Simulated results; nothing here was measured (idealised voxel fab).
Herein follows the process module entitled voxel transistor to metal.
Section shown: cut. Width: 150 nm. Cell size: 5 nm, square.
Cross-section = grid of square cells, listed top down in bands; band = one or more rows.
Heights first: top, then bottom, in nm. Then materials, left to right, each with a width in nm. "throughout" on a single material: fills the band edge to edge. "empty": empty space.
Heights are measured from 0, the level below which the as-received wafer is all one material; the lowest band has no bottom and continues downward, written as in "0 nm and below".
The notation "30->40" denotes a width that varies across the rows of cells in the band, beginning at the first number in the top row, finishing at the second number in the bottom row, and changing by an identical amount from each row to the next.
The designation "nothing altered", where it is given for a processing step, indicates that no cell of the cross-section was altered in the course of that step.
Cavities, closed: empty space of 8 cells or more with no open way to the top, each as width x height at its distance from the left edge, in nm
Text after the settings on a step's line: the simulator's own remark on that step.
What "overlay nm" on a step's line means: if the step has a mask, that mask lay this far to the right of its planned place, or, when the value is negative, to the left.
Heads up before you read on: it's before/after pairs around one process step each, after side only down to the lowest band that changed, step plus settings under the pair. Pairs can be from different runs of this module, same starting wafer, so only chain a pair onto the one above if its "Pre-process state" entry says so.

**Pre-process state**
> 70 nm to 65 nm: SiO2 throughout
> 65 nm to 60 nm: 20 nm SiO2, then 30 nm SiCN, then 45 nm SiO2, then 30 nm SiCN, then 25 nm SiO2
> 60 nm to 40 nm: 20 nm SiO2, then 5 nm SiCN, then 20 nm W, then 5 nm SiCN, then 45 nm SiO2, then 5 nm SiCN, then 20 nm W, then 5 nm SiCN, then 25 nm SiO2
> 40 nm to 35 nm: 25 nm SiCN, then 20 nm TiN, then 55 nm SiCN, then 20 nm TiN, then 30 nm SiCN
> 35 nm to 25 nm: 35 nm SiO2, then 5 nm TiN, then 10 nm W, then 5 nm TiN, then 55 nm SiO2, then 5 nm TiN, then 10 nm W, then 5 nm TiN, then 20 nm SiO2
> 25 nm to 20 nm: 35 nm SiO2, then 5 nm TiN, then 5 nm W, then 10 nm TiN, then 55 nm SiO2, then 5 nm TiN, then 10 nm W, then 5 nm TiN, then 20 nm SiO2
> 20 nm to 5 nm: 35 nm SiO2, then 5 nm TiN, then 5 nm W, then 5 nm TiN, then 10 nm SiN, then 5 nm HfO2, then 5 nm TiN, then 5 nm W, then 5 nm TiN, then 5 nm HfO2, then 10 nm SiN, then 15 nm SiO2, then 5 nm TiN, then 10 nm W, then 5 nm TiN, then 20 nm SiO2
> 5 nm to 0 nm: 35 nm SiO2, then 15 nm TiN, then 10 nm SiN, then 5 nm HfO2, then 5 nm TiN, then 5 nm W, then 5 nm TiN, then 5 nm HfO2, then 10 nm SiN, then 15 nm SiO2, then 5 nm TiN, then 10 nm W, then 5 nm TiN, then 20 nm SiO2
> 0 nm to -5 nm: 35 nm SiO2, then 5 nm TiN, then 10 nm pSi, then 10 nm SiN, then 5 nm HfO2, then 15 nm TiN, then 5 nm HfO2, then 10 nm SiN, then 10 nm pSi, then 5 nm SiO2, then 5 nm TiN, then 10 nm W, then 5 nm TiN, then 20 nm SiO2
> -5 nm to -10 nm: 35 nm SiO2, then 5 nm TiN, then 10 nm pSi, then 5 nm SiO2, then 35 nm HfO2, then 5 nm SiO2, then 10 nm pSi, then 5 nm SiO2, then 20 nm TiN, then 20 nm SiO2
> -10 nm to -20 nm: 20 nm SiO2, then 30 nm pSi, then 45 nm Si, then 30 nm pSi, then 25 nm SiO2
> -20 nm to -35 nm: 20 nm SiO2, then 105 nm Si, then 25 nm SiO2
> -35 nm and below: Si throughout
> Cavities, closed: none

**Section After Processing**
> 60 nm to 40 nm: 20 nm SiO2, then 5 nm SiCN, then 20 nm W, then 5 nm SiCN, then 45 nm SiO2, then 5 nm SiCN, then 20 nm W, then 5 nm SiCN, then 25 nm SiO2
> Heights below 40 show no change.
> Cavities, closed: none
Step that separates the before view from the after view above: CMP with height nm 60

Pre-process state: The initial state for this step is given by the after cross-section of the immediately preceding pair.

**Section After Processing**
> 65 nm to 60 nm: SiCN throughout
> Heights below 60 show no change.
> Cavities, closed: none
Step that separates the before view from the after view above: CONFORMAL_DEP with material SiCN, thk nm 5

**Pre-process state**
> 40 nm to 35 nm: 30 nm TiN, then 10 nm empty, then 65 nm TiN, then 10 nm empty, then 35 nm TiN
> 35 nm to 20 nm: 25 nm SiO2, then 5 nm TiN, then 10 nm empty, then 5 nm TiN, then 55 nm SiO2, then 5 nm TiN, then 10 nm empty, then 5 nm TiN, then 30 nm SiO2
> 20 nm to 5 nm: 25 nm SiO2, then 5 nm TiN, then 10 nm empty, then 5 nm TiN, then 5 nm SiO2, then 10 nm SiN, then 5 nm HfO2, then 5 nm TiN, then 5 nm W, then 5 nm TiN, then 5 nm HfO2, then 10 nm SiN, then 5 nm SiO2, then 5 nm TiN, then 10 nm empty, then 5 nm TiN, then 30 nm SiO2
> 5 nm to 0 nm: 25 nm SiO2, then 5 nm TiN, then 5 nm empty, then 10 nm TiN, then 5 nm SiO2, then 10 nm SiN, then 5 nm HfO2, then 5 nm TiN, then 5 nm W, then 5 nm TiN, then 5 nm HfO2, then 10 nm SiN, then 5 nm SiO2, then 10 nm TiN, then 5 nm empty, then 5 nm TiN, then 30 nm SiO2
> 0 nm to -5 nm: 25 nm SiO2, then 5 nm TiN, then 5 nm empty, then 5 nm TiN, then 10 nm pSi, then 10 nm SiN, then 5 nm HfO2, then 15 nm TiN, then 5 nm HfO2, then 10 nm SiN, then 10 nm pSi, then 5 nm TiN, then 5 nm empty, then 5 nm TiN, then 30 nm SiO2
> -5 nm to -10 nm: 25 nm SiO2, then 15 nm TiN, then 10 nm pSi, then 5 nm SiO2, then 35 nm HfO2, then 5 nm SiO2, then 10 nm pSi, then 15 nm TiN, then 30 nm SiO2
> -10 nm to -20 nm: 20 nm SiO2, then 30 nm pSi, then 45 nm Si, then 30 nm pSi, then 25 nm SiO2
> -20 nm to -35 nm: 20 nm SiO2, then 105 nm Si, then 25 nm SiO2
> -35 nm and below: Si throughout
> Cavities, closed: none

**Section After Processing**
> 45 nm to 40 nm: aC throughout
> 40 nm to 35 nm: 30 nm TiN, then 10 nm aC, then 65 nm TiN, then 10 nm aC, then 35 nm TiN
> 35 nm to 20 nm: 25 nm SiO2, then 5 nm TiN, then 10 nm aC, then 5 nm TiN, then 55 nm SiO2, then 5 nm TiN, then 10 nm aC, then 5 nm TiN, then 30 nm SiO2
> 20 nm to 5 nm: 25 nm SiO2, then 5 nm TiN, then 10 nm aC, then 5 nm TiN, then 5 nm SiO2, then 10 nm SiN, then 5 nm HfO2, then 5 nm TiN, then 5 nm W, then 5 nm TiN, then 5 nm HfO2, then 10 nm SiN, then 5 nm SiO2, then 5 nm TiN, then 10 nm aC, then 5 nm TiN, then 30 nm SiO2
> 5 nm to 0 nm: 25 nm SiO2, then 5 nm TiN, then 5 nm aC, then 10 nm TiN, then 5 nm SiO2, then 10 nm SiN, then 5 nm HfO2, then 5 nm TiN, then 5 nm W, then 5 nm TiN, then 5 nm HfO2, then 10 nm SiN, then 5 nm SiO2, then 10 nm TiN, then 5 nm aC, then 5 nm TiN, then 30 nm SiO2
> 0 nm to -5 nm: 25 nm SiO2, then 5 nm TiN, then 5 nm aC, then 5 nm TiN, then 10 nm pSi, then 10 nm SiN, then 5 nm HfO2, then 15 nm TiN, then 5 nm HfO2, then 10 nm SiN, then 10 nm pSi, then 5 nm TiN, then 5 nm aC, then 5 nm TiN, then 30 nm SiO2
> Heights below -5 show no change.
> Cavities, closed: none
Step that separates the before view from the after view above: FILL_DEP with material aC, thk nm 5

Pre-process state: The initial state for this step is given by the after cross-section of the immediately preceding pair.

**Section After Processing**
> 35 nm to 20 nm: 25 nm SiO2, then 5 nm TiN, then 10 nm aC, then 5 nm TiN, then 55 nm SiO2, then 5 nm TiN, then 10 nm aC, then 5 nm TiN, then 30 nm SiO2
> Heights below 20 show no change.
> Cavities, closed: none
Step that separates the before view from the after view above: CMP with height nm 35

Pre-process state: The initial state for this step is given by the after cross-section of the immediately preceding pair.

**Section After Processing**
> 40 nm to 35 nm: TiN throughout
> Heights below 35 show no change.
> Cavities, closed: none
Step that separates the before view from the after view above: DIRECTIONAL_DEP with material TiN, thk nm 5

Pre-process state: The initial state for this step is given by the after cross-section of the immediately preceding pair.

**Section After Processing**
> 60 nm to 40 nm: W throughout
> Heights below 40 show no change.
> Cavities, closed: none
Step that separates the before view from the after view above: DIRECTIONAL_DEP with material W, thk nm 20

Pre-process state: The initial state for this step is given by the after cross-section of the immediately preceding pair.

**Section After Processing**
> 60 nm to 40 nm: 25 nm empty, then 20 nm W, then 55 nm empty, then 20 nm W, then 30 nm empty
> Heights below 40 show no change.
> Cavities, closed: none
Step that separates the before view from the after view above: MASKED_ETCH with tone cover, mask id METAL_1, width nm 20, pitch nm 75, etch materials W, depth nm 20, overlay nm 0

Pre-process state: The initial state for this step is given by the after cross-section of the immediately preceding pair.

**Section After Processing**
> 60 nm to 40 nm: 25 nm empty, then 20 nm W, then 55 nm empty, then 20 nm W, then 30 nm empty
> 40 nm to 35 nm: 25 nm empty, then 20 nm TiN, then 55 nm empty, then 20 nm TiN, then 30 nm empty
> Heights below 35 show no change.
> Cavities, closed: none
Step that separates the before view from the after view above: MASKED_ETCH with tone cover, mask id METAL_1, width nm 20, pitch nm 75, etch materials TiN, depth nm 5, overlay nm 0

Pre-process state: The initial state for this step is given by the after cross-section of the immediately preceding pair.

**Section After Processing**
> 65 nm to 60 nm: 20 nm empty, then 30 nm SiCN, then 45 nm empty, then 30 nm SiCN, then 25 nm empty
> 60 nm to 40 nm: 20 nm empty, then 5 nm SiCN, then 20 nm W, then 5 nm SiCN, then 45 nm empty, then 5 nm SiCN, then 20 nm W, then 5 nm SiCN, then 25 nm empty
> 40 nm to 35 nm: 25 nm SiCN, then 20 nm TiN, then 55 nm SiCN, then 20 nm TiN, then 30 nm SiCN
> Heights below 35 show no change.
> Cavities, closed: none
Step that separates the before view from the after view above: CONFORMAL_DEP with material SiCN, thk nm 5

Pre-process state: The initial state for this step is given by the after cross-section of the immediately preceding pair.

**Section After Processing**
> 70 nm to 65 nm: SiO2 throughout
> 65 nm to 60 nm: 20 nm SiO2, then 30 nm SiCN, then 45 nm SiO2, then 30 nm SiCN, then 25 nm SiO2
> 60 nm to 40 nm: 20 nm SiO2, then 5 nm SiCN, then 20 nm W, then 5 nm SiCN, then 45 nm SiO2, then 5 nm SiCN, then 20 nm W, then 5 nm SiCN, then 25 nm SiO2
> Heights below 40 show no change.
> Cavities, closed: none
Step that separates the before view from the after view above: FILL_DEP with material SiO2, thk nm 5

Pre-process state: The initial state for this step is given by the after cross-section of the immediately preceding pair.

**Section After Processing**
> 60 nm to 40 nm: 20 nm SiO2, then 5 nm SiCN, then 20 nm W, then 5 nm SiCN, then 45 nm SiO2, then 5 nm SiCN, then 20 nm W, then 5 nm SiCN, then 25 nm SiO2
> Heights below 40 show no change.
> Cavities, closed: none
Step that separates the before view from the after view above: CMP with height nm 60

Pre-process state: The initial state for this step is given by the after cross-section of the immediately preceding pair.

**Section After Processing**
> 65 nm to 60 nm: SiCN throughout
> Heights below 60 show no change.
> Cavities, closed: none
Step that separates the before view from the after view above: CONFORMAL_DEP with material SiCN, thk nm 5

**Pre-process state**
> 60 nm to 40 nm: W throughout
> 40 nm to 35 nm: TiN throughout
> 35 nm to 20 nm: 25 nm SiO2, then 5 nm TiN, then 10 nm W, then 5 nm TiN, then 55 nm SiO2, then 5 nm TiN, then 10 nm W, then 5 nm TiN, then 30 nm SiO2
> 20 nm to 5 nm: 25 nm SiO2, then 5 nm TiN, then 10 nm W, then 5 nm TiN, then 5 nm SiO2, then 10 nm SiN, then 5 nm HfO2, then 5 nm TiN, then 5 nm W, then 5 nm TiN, then 5 nm HfO2, then 10 nm SiN, then 5 nm SiO2, then 5 nm TiN, then 10 nm W, then 5 nm TiN, then 30 nm SiO2
> 5 nm to 0 nm: 25 nm SiO2, then 5 nm TiN, then 5 nm W, then 10 nm TiN, then 5 nm SiO2, then 10 nm SiN, then 5 nm HfO2, then 5 nm TiN, then 5 nm W, then 5 nm TiN, then 5 nm HfO2, then 10 nm SiN, then 5 nm SiO2, then 10 nm TiN, then 5 nm W, then 5 nm TiN, then 30 nm SiO2
> 0 nm to -5 nm: 25 nm SiO2, then 5 nm TiN, then 5 nm W, then 5 nm TiN, then 10 nm pSi, then 10 nm SiN, then 5 nm HfO2, then 15 nm TiN, then 5 nm HfO2, then 10 nm SiN, then 10 nm pSi, then 5 nm TiN, then 5 nm W, then 5 nm TiN, then 30 nm SiO2
> -5 nm to -10 nm: 25 nm SiO2, then 15 nm TiN, then 10 nm pSi, then 5 nm SiO2, then 35 nm HfO2, then 5 nm SiO2, then 10 nm pSi, then 15 nm TiN, then 30 nm SiO2
> -10 nm to -20 nm: 20 nm SiO2, then 30 nm pSi, then 45 nm Si, then 30 nm pSi, then 25 nm SiO2
> -20 nm to -35 nm: 20 nm SiO2, then 105 nm Si, then 25 nm SiO2
> -35 nm and below: Si throughout
> Cavities, closed: none

**Section After Processing**
> 60 nm to 40 nm: 25 nm W, then 20 nm empty, then 55 nm W, then 20 nm empty, then 30 nm W
> Heights below 40 show no change.
> Cavities, closed: none
Step that separates the before view from the after view above: MASKED_ETCH with tone open, mask id METAL_1, width nm 20, pitch nm 75, etch materials W, depth nm 20, overlay nm 0

Pre-process state: The initial state for this step is given by the after cross-section of the immediately preceding pair.

**Section After Processing**
> 65 nm to 60 nm: 30 nm SiCN, then 10 nm empty, then 65 nm SiCN, then 10 nm empty, then 35 nm SiCN
> 60 nm to 45 nm: 25 nm W, then 5 nm SiCN, then 10 nm empty, then 5 nm SiCN, then 55 nm W, then 5 nm SiCN, then 10 nm empty, then 5 nm SiCN, then 30 nm W
> 45 nm to 40 nm: 25 nm W, then 20 nm SiCN, then 55 nm W, then 20 nm SiCN, then 30 nm W
> Heights below 40 show no change.
> Cavities, closed: none
Step that separates the before view from the after view above: CONFORMAL_DEP with material SiCN, thk nm 5

Pre-process state: The initial state for this step is given by the after cross-section of the immediately preceding pair.

**Section After Processing**
> 70 nm to 65 nm: SiO2 throughout
> 65 nm to 60 nm: 30 nm SiCN, then 10 nm SiO2, then 65 nm SiCN, then 10 nm SiO2, then 35 nm SiCN
> 60 nm to 45 nm: 25 nm W, then 5 nm SiCN, then 10 nm SiO2, then 5 nm SiCN, then 55 nm W, then 5 nm SiCN, then 10 nm SiO2, then 5 nm SiCN, then 30 nm W
> Heights below 45 show no change.
> Cavities, closed: none
Step that separates the before view from the after view above: FILL_DEP with material SiO2, thk nm 5

Pre-process state: The initial state for this step is given by the after cross-section of the immediately preceding pair.

**Section After Processing**
> 60 nm to 45 nm: 25 nm W, then 5 nm SiCN, then 10 nm SiO2, then 5 nm SiCN, then 55 nm W, then 5 nm SiCN, then 10 nm SiO2, then 5 nm SiCN, then 30 nm W
> Heights below 45 show no change.
> Cavities, closed: none
Step that separates the before view from the after view above: CMP with height nm 60

Pre-process state: The initial state for this step is given by the after cross-section of the immediately preceding pair.

**Section After Processing**
> 65 nm to 60 nm: SiCN throughout
> Heights below 60 show no change.
> Cavities, closed: none
Step that separates the before view from the after view above: CONFORMAL_DEP with material SiCN, thk nm 5
